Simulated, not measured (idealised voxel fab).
Process module name: voxel local oxidation
The cross-section shown here is cut; it is 205 nm wide and divided into square cells measuring 5 nm on a side.
Cross-section layout: square cells on a grid; listed as bands, top to bottom; a band spans one or more cell rows.
Heights first: top, then bottom, in nm. Then materials, left to right, each with a width in nm. "throughout" on a single material: fills the band edge to edge. "empty": empty space.
Where do heights start? At 0: under that level the wafer as delivered is made of one material only. And the lowest band has no floor; it just carries on downward, as in "0 down".
When a width is written as two numbers, as in "30 to 40", the first number is the width in the top row of cells of the band and the second is the width in its bottom row, and the width changes by the same amount from each row to the next.
The designation "everything unchanged", where it is given for a processing step, indicates that no cell of the cross-section was altered in the course of that step.
If an empty space has no open way to the top and is at least 8 cells in size, "Closed-off voids" lists it, written width x height at distance, where distance is measured from the left edge and every value is in nm.
On a step's line, text after the settings is the simulator commenting on that step.
Each step line may optionally specify "overlay nm", which for a step with a mask gives the rightward distance between the mask's planned place and where it lay, a negative value indicating the leftward direction.
Listed below are the process steps as planned
- 1: RECEIVE with material Si
- 2: CONFORMAL_DEP with material SiO2, thk nm 5
- 3: CONFORMAL_DEP with material SiN, thk nm 10
- 4: DIRECTIONAL_DEP with material aC, thk nm 15
- 5: PATTERN with tone cover, mask id ACTIVE, material resist, width nm 105, thk nm 30, overlay nm 0
- 6: DIRECTIONAL_ETCH with etch materials aC, depth nm 15
- 7: STRIP with etch materials resist
- 8: DIRECTIONAL_ETCH with etch materials SiN, depth nm 10
- 9: STRIP with etch materials aC
- 10: SELECTIVE_ETCH with etch materials SiO2, depth nm 5
- 11: OXIDIZE with depth nm 15
- 12: STRIP with etch materials SiN
Wafer at receipt (post step 1), cross-section
0 down | Si throughout
Closed-off voids: none
Cross-sectional result after module completion. Note: starting condition and plan are unchanged from above; one processing mistake was made
5 to 0 | empty 50 nm / SiO2 95 nm / empty 60 nm
0 to -15 | SiO2 65 nm / Si 65 nm / SiO2 75 nm
-15 down | Si throughout
Closed-off voids: none
Which mistake was made when the wafer was run? step 5 went in with a setting other than planned; the actual run was PATTERN with tone cover, mask id ACTIVE, material resist, width nm 105, thk nm 30, overlay nm -5
